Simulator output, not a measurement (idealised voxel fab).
process module | voxel wiring stack
cross-section cut | 210 nm wide | cells 5 nm
A cross-section is a grid of square cells, given in bands from the top down. A band is one or more rows of cells.
Each band's line starts with the height of the band's top and of its bottom, in nm. Then come its materials from left to right, each with its width in nm. One material with "throughout" fills the band from edge to edge. "air" is empty space.
Height 0 is the level under which the wafer as received is all one material. The lowest band goes on downwards, as in "0 down".
A width such as "30 to 40" changes by the same amount from each row of cells to the next, from the band's top row to its bottom row.
"no change" after a step means that no cell of the cross-section changed.
closed voids: empty space of 8 cells or more with no open way to the top, each as width x height at its distance from the left edge, in nm
after a step's settings: what the simulator itself notes on the step
overlay nm, on a step with a mask: how far to the right of its planned place the mask lay; to the left if negative
plan
1 op RECEIVE | material Si
2 op CONFORMAL_DEP | material SiO2 | thk nm 10
3 op DIRECTIONAL_DEP | material TiN | thk nm 5
4 op DIRECTIONAL_DEP | material W | thk nm 15
5 op PATTERN | tone cover | mask id METAL_1 | material resist | width nm 30 | pitch nm 60 | thk nm 15 | overlay nm 0
6 op DIRECTIONAL_ETCH | etch materials W | depth nm 15
7 op DIRECTIONAL_ETCH | etch materials TiN | depth nm 5
8 op STRIP | etch materials resist
9 op FILL_DEP | material SiO2 | thk nm 5
10 op CMP | height nm 30
11 op CONFORMAL_DEP | material SiCN | thk nm 5
12 op DIRECTIONAL_DEP | material SiO2 | thk nm 10
13 op DIRECTIONAL_DEP | material aC | thk nm 10
14 op PATTERN | tone open | mask id PLUG_1 | material resist | width nm 15 | pitch nm 60 | thk nm 25 | overlay nm 0
15 op DIRECTIONAL_ETCH | etch materials aC | depth nm 10
16 op STRIP | etch materials resist
17 op DIRECTIONAL_ETCH | etch materials SiO2 | depth nm 10
18 op DIRECTIONAL_ETCH | etch materials SiCN | depth nm 5
19 op STRIP | etch materials aC
20 op EPI | material Ru | thk nm 10
21 op EPI | material Ru | thk nm 5
22 op CONFORMAL_DEP | material SiN | thk nm 5
23 op DIRECTIONAL_DEP | material SiO2 | thk nm 15
24 op DIRECTIONAL_DEP | material aC | thk nm 15
25 op PATTERN | tone open | mask id METAL_2 | material resist | width nm 30 | pitch nm 60 | thk nm 30 | overlay nm 0
26 op DIRECTIONAL_ETCH | etch materials aC | depth nm 15
27 op STRIP | etch materials resist
28 op DIRECTIONAL_ETCH | etch materials SiO2 | depth nm 15
29 op DIRECTIONAL_ETCH | etch materials SiN | depth nm 5
30 op STRIP | etch materials aC
31 op CONFORMAL_DEP | material TiN | thk nm 5
32 op FILL_DEP | material W | thk nm 10
33 op CMP | height nm 65
34 op CONFORMAL_DEP | material SiCN | thk nm 5
35 op DIRECTIONAL_DEP | material lowk | thk nm 15
36 op DIRECTIONAL_DEP | material aC | thk nm 10
37 op PATTERN | tone open | mask id PLUG_2 | material resist | width nm 15 | pitch nm 60 | thk nm 25 | overlay nm 0
38 op DIRECTIONAL_ETCH | etch materials aC | depth nm 10
39 op STRIP | etch materials resist
40 op DIRECTIONAL_ETCH | etch materials lowk | depth nm 15
41 op DIRECTIONAL_ETCH | etch materials SiCN | depth nm 5
42 op STRIP | etch materials aC
43 op EPI | material Ru | thk nm 10
44 op EPI | material Ru | thk nm 10
45 op DIRECTIONAL_DEP | material TiN | thk nm 5
46 op DIRECTIONAL_DEP | material Ru | thk nm 15
47 op DIRECTIONAL_DEP | material aC | thk nm 10
48 op PATTERN | tone cover | mask id METAL_3 | material resist | width nm 30 | pitch nm 60 | thk nm 25 | overlay nm 0
49 op DIRECTIONAL_ETCH | etch materials aC | depth nm 10
50 op STRIP | etch materials resist
51 op DIRECTIONAL_ETCH | etch materials Ru | depth nm 15
52 op DIRECTIONAL_ETCH | etch materials TiN | depth nm 5
53 op STRIP | etch materials aC
54 op FILL_DEP | material lowk | thk nm 5
55 op CMP | height nm 105
56 op CONFORMAL_DEP | material SiCN | thk nm 5
57 op DIRECTIONAL_DEP | material SiO2 | thk nm 20
58 op MASKED_ETCH | tone open | mask id PLUG_3 | width nm 15 | pitch nm 120 | etch materials SiO2 | depth nm 20 | overlay nm 0
59 op MASKED_ETCH | tone open | mask id PLUG_3 | width nm 15 | pitch nm 120 | etch materials SiCN | depth nm 5 | overlay nm 0
60 op CONFORMAL_DEP | material TiN | thk nm 5
61 op FILL_DEP | material Cu | thk nm 5
62 op CMP | height nm 130
63 op DIRECTIONAL_DEP | material TiN | thk nm 5
64 op DIRECTIONAL_DEP | material W | thk nm 15
65 op PATTERN | tone cover | mask id METAL_4 | material resist | width nm 30 | pitch nm 60 | thk nm 15 | overlay nm 0
66 op DIRECTIONAL_ETCH | etch materials W | depth nm 15
67 op DIRECTIONAL_ETCH | etch materials TiN | depth nm 5
68 op STRIP | etch materials resist
69 op FILL_DEP | material lowk | thk nm 10
70 op CMP | height nm 150
71 op CONFORMAL_DEP | material SiCN | thk nm 5
as received, after step 1
  0 down: Si throughout
  closed voids: none
first wafer at the end, as planned
  155 to 150: SiCN throughout
  150 to 135: lowk 30 | W 30 | lowk 30 | W 30 | lowk 30 | W 30 | lowk 30
  135 to 130: lowk 30 | TiN 30 | lowk 30 | TiN 30 | lowk 30 | TiN 30 | lowk 30
  130 to 110: SiO2 30 | TiN 5 | Cu 5 | TiN 5 | SiO2 105 | TiN 5 | Cu 5 | TiN 5 | SiO2 45
  110 to 105: SiCN 30 | TiN 15 | SiCN 105 | TiN 15 | SiCN 45
  105 to 90: lowk 30 | Ru 30 | lowk 30 | Ru 30 | lowk 30 | Ru 30 | lowk 30
  90 to 85: lowk 30 | TiN 30 | lowk 30 | TiN 30 | lowk 30 | TiN 30 | lowk 30
  85 to 70: lowk 30 | Ru 15 | lowk 45 | Ru 15 | lowk 45 | Ru 15 | lowk 45
  70 to 65: SiCN 30 | Ru 15 | SiCN 45 | Ru 15 | SiCN 45 | Ru 15 | SiCN 45
  65 to 50: SiO2 30 | TiN 5 | W 20 | TiN 5 | SiO2 30 | TiN 5 | W 20 | TiN 5 | SiO2 30 | TiN 5 | W 20 | TiN 5 | SiO2 30
  50 to 45: SiN 30 | TiN 30 | SiN 30 | TiN 30 | SiN 30 | TiN 30 | SiN 30
  45 to 35: SiO2 30 | Ru 15 | SiO2 45 | Ru 15 | SiO2 45 | Ru 15 | SiO2 45
  35 to 30: SiCN 30 | Ru 15 | SiCN 45 | Ru 15 | SiCN 45 | Ru 15 | SiCN 45
  30 to 15: SiO2 30 | W 30 | SiO2 30 | W 30 | SiO2 30 | W 30 | SiO2 30
  15 to 10: SiO2 30 | TiN 30 | SiO2 30 | TiN 30 | SiO2 30 | TiN 30 | SiO2 30
  10 to 0: SiO2 throughout
  0 down: Si throughout
  closed voids: none
second wafer at the end: like start, like plan, one mistake
  155 to 150: SiCN throughout
  150 to 135: lowk 30 | W 30 | lowk 30 | W 30 | lowk 30 | W 30 | lowk 30
  135 to 130: lowk 30 | TiN 30 | lowk 30 | TiN 30 | lowk 30 | TiN 30 | lowk 30
  130 to 110: SiO2 30 | TiN 5 | Cu 5 | TiN 5 | SiO2 105 | TiN 5 | Cu 5 | TiN 5 | SiO2 45
  110 to 105: SiCN 30 | TiN 15 | SiCN 105 | TiN 15 | SiCN 45
  105 to 90: lowk 30 | Ru 30 | lowk 30 | Ru 30 | lowk 30 | Ru 30 | lowk 30
  90 to 85: lowk 30 | TiN 30 | lowk 30 | TiN 30 | lowk 30 | TiN 30 | lowk 30
  85 to 70: lowk 30 | Ru 15 | lowk 45 | Ru 15 | lowk 45 | Ru 15 | lowk 45
  70 to 65: SiCN 30 | Ru 15 | SiCN 45 | Ru 15 | SiCN 45 | Ru 15 | SiCN 45
  65 to 50: SiO2 30 | TiN 5 | W 25 | TiN 5 | SiO2 25 | TiN 5 | W 25 | TiN 5 | SiO2 25 | TiN 5 | W 25 | TiN 5 | SiO2 25
  50 to 45: SiN 30 | TiN 35 | SiN 25 | TiN 35 | SiN 25 | TiN 35 | SiN 25
  45 to 35: SiO2 30 | Ru 15 | SiO2 45 | Ru 15 | SiO2 45 | Ru 15 | SiO2 45
  35 to 30: SiCN 30 | Ru 15 | SiCN 45 | Ru 15 | SiCN 45 | Ru 15 | SiCN 45
  30 to 15: SiO2 30 | W 30 | SiO2 30 | W 30 | SiO2 30 | W 30 | SiO2 30
  15 to 10: SiO2 30 | TiN 30 | SiO2 30 | TiN 30 | SiO2 30 | TiN 30 | SiO2 30
  10 to 0: SiO2 throughout
  0 down: Si throughout
  closed voids: none
what went wrong: step 25 ran as: op PATTERN | tone open | mask id METAL_2 | material resist | width nm 35 | pitch nm 60 | thk nm 30 | overlay nm 0
at the end the second wafer has, in cells: 3 fewer of SiN | 9 fewer of SiO2 | 3 more of TiN | 9 more of W
